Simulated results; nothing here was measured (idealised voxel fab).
You're looking at the process module voxel double patterning.
Cross-section cut: width 200 nm, square cells of 5 nm.
When this document writes out a cross-section, it uses a grid of square cells and lists it as bands, beginning at the top and moving down, with a band standing for one or more rows of cells.
Each band's line starts with the height of the band's top and of its bottom, in nm. Then come its materials from left to right, each with its width in nm. One material with "all across" fills the band from edge to edge. "air" is empty space.
Counting heights begins at 0, where everything beneath is, in the wafer as received, one material. The lowest band has no bottom; it goes on downwards, as "0..down" shows.
The expression "30..40" gives the width at the extremes of the band, the first number at its top row of cells and the second at its bottom row, with the width changing by equal amounts from each row to the next in between.
When a step is marked "no change occurred", none of the cells in the cross-section changed during that step.
The entry "Trapped cavities" lists the empty spaces that cover at least 8 cells and have no open path to the top. Each is written as width x height at distance, where the distance is measured from the left edge and all three values are in nm.
Heads up: the bit after the settings on a step's line is the simulator's remark on that step.
overlay nm: where the mask lay relative to plan, measured to the right, on steps with a mask; negatives go left.
-- Set out below are the planned steps of the process
- 1: RECEIVE, material Si
- 2: CONFORMAL_DEP, material SiN, thk nm 5
- 3: DIRECTIONAL_DEP, material SiO2, thk nm 20
- 4: DIRECTIONAL_DEP, material SiCN, thk nm 10
- 5: DIRECTIONAL_DEP, material aC, thk nm 10
- 6: PATTERN, tone open, mask id FIRST, material resist, width nm 15, pitch nm 50, thk nm 30, overlay nm 0
- 7: DIRECTIONAL_ETCH, etch materials aC, depth nm 10
- 8: STRIP, etch materials resist
- 9: DIRECTIONAL_ETCH, etch materials SiCN, depth nm 10
- 10: STRIP, etch materials aC
- 11: MASKED_ETCH, tone open, mask id SECOND, width nm 15, etch materials SiCN, depth nm 10, overlay nm 0
- 12: DIRECTIONAL_ETCH, etch materials SiO2, depth nm 20
- 13: STRIP, etch materials SiCN
The wafers in this document start out alike and differ in the thk nm applied at step 2; the plan shows the value used for the first wafer.
-- Cross-section of the first of several wafers on receipt, reflecting completion of step 1
  0..down | Si all across
  Trapped cavities: none
-- After the module's final step, step 13: the first of several wafers in cross-section
  25..5 | 65 nm SiO2; 15 nm air; 10 nm SiO2; 15 nm air; 10 nm SiO2; 15 nm air; 70 nm SiO2
  5..0 | SiN all across
  0..down | Si all across
  Trapped cavities: none
-- Cross-section of the last wafer at end of module
  40..20 | 65 nm SiO2; 15 nm air; 10 nm SiO2; 15 nm air; 10 nm SiO2; 15 nm air; 70 nm SiO2
  20..0 | SiN all across
  0..down | Si all across
  Trapped cavities: none
-- Every row in this table is a wafer at the end of the module, and it gives, for each of the materials, the cells that wafer has gained (+) or lost (-) since it was received, then its closed voids
thk nm 5, +40 SiN, +124 SiO2, Trapped cavities: none
thk nm 10, +80 SiN, +124 SiO2, Trapped cavities: none
thk nm 15, +120 SiN, +124 SiO2, Trapped cavities: none
thk nm 20, +160 SiN, +124 SiO2, Trapped cavities: none
